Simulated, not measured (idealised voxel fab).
process module | voxel released beams
cross-section cut | 210 nm wide | cells 5 nm
A cross-section is a grid of square cells, given in bands from the top down. A band is one or more rows of cells.
Each band's line starts with the height of the band's top and of its bottom, in nm. Then come its materials from left to right, each with its width in nm. One material with "throughout" fills the band from edge to edge. "air" is empty space.
Height 0 is the level under which the wafer as received is all one material. The lowest band goes on downwards, as in "0 down".
A width such as "30 to 40" changes by the same amount from each row of cells to the next, from the band's top row to its bottom row.
"no change" after a step means that no cell of the cross-section changed.
closed voids: empty space of 8 cells or more with no open way to the top, each as width x height at its distance from the left edge, in nm
after a step's settings: what the simulator itself notes on the step
overlay nm, on a step with a mask: how far to the right of its planned place the mask lay; to the left if negative
plan
1 op RECEIVE | material Si
2 op CONFORMAL_DEP | material Al2O3 | thk nm 5
3 op DIRECTIONAL_DEP | material SiO2 | thk nm 20
4 op MASKED_ETCH | tone open | mask id ANCHOR | width nm 40 | etch materials SiO2 | depth nm 20 | overlay nm 0
5 op CONFORMAL_DEP | material W | thk nm 15
6 op PATTERN | tone cover | mask id BEAM | material resist | width nm 105 | thk nm 15 | overlay nm 0
7 op DIRECTIONAL_ETCH | etch materials W | depth nm 15
8 op STRIP | etch materials resist
9 op STRIP | etch materials SiO2
first wafer, as planned
as received, after step 1
  0 down: Si throughout
  closed voids: none
after step 2
  5 to 0: Al2O3 throughout
  below 0: unchanged
after step 3
  25 to 5: SiO2 throughout
  below 5: unchanged
after step 4
  25 to 5: SiO2 55 | air 40 | SiO2 115
  below 5: unchanged
after step 5
  40 to 25: W 70 | air 10 | W 130
  25 to 20: SiO2 55 | W 15 | air 10 | W 15 | SiO2 115
  20 to 5: SiO2 55 | W 40 | SiO2 115
  below 5: unchanged
after step 6
  55 to 40: air 50 | resist 105 | air 55
  40 to 25: W 70 | resist 10 | W 130
  25 to 20: SiO2 55 | W 15 | resist 10 | W 15 | SiO2 115
  below 20: unchanged
after step 7
  55 to 40: air 50 | resist 105 | air 55
  40 to 25: air 50 | W 20 | resist 10 | W 75 | air 55
  below 25: unchanged
after step 8
  40 to 25: air 50 | W 20 | air 10 | W 75 | air 55
  25 to 20: SiO2 55 | W 15 | air 10 | W 15 | SiO2 115
  below 20: unchanged
after step 9
  40 to 25: air 50 | W 20 | air 10 | W 75 | air 55
  25 to 20: air 55 | W 15 | air 10 | W 15 | air 115
  20 to 5: air 55 | W 40 | air 115
  below 5: unchanged
second wafer: like start, like plan, one mistake. Through step 3 it matches the first wafer
when step 4 should have ended
  25 to 5: SiO2 45 | air 40 | SiO2 125
  below 5: unchanged
when step 5 should have ended
  40 to 25: W 60 | air 10 | W 140
  25 to 20: SiO2 45 | W 15 | air 10 | W 15 | SiO2 125
  20 to 5: SiO2 45 | W 40 | SiO2 125
  below 5: unchanged
when step 6 should have ended
  55 to 40: air 50 | resist 105 | air 55
  40 to 25: W 60 | resist 10 | W 140
  25 to 20: SiO2 45 | W 15 | resist 10 | W 15 | SiO2 125
  below 20: unchanged
when step 7 should have ended
  55 to 40: air 50 | resist 105 | air 55
  40 to 25: air 50 | W 10 | resist 10 | W 85 | air 55
  below 25: unchanged
when step 8 should have ended
  40 to 25: air 50 | W 10 | air 10 | W 85 | air 55
  25 to 20: SiO2 45 | W 15 | air 10 | W 15 | SiO2 125
  below 20: unchanged
when step 9 should have ended
  40 to 25: air 50 | W 10 | air 10 | W 85 | air 55
  25 to 20: air 45 | W 15 | air 10 | W 15 | air 125
  20 to 5: air 45 | W 40 | air 125
  below 5: unchanged
what went wrong: step 4 ran as: op MASKED_ETCH | tone open | mask id ANCHOR | width nm 40 | etch materials SiO2 | depth nm 20 | overlay nm -10
at the end the second wafer has, in cells: as many of each material as the first, in other places
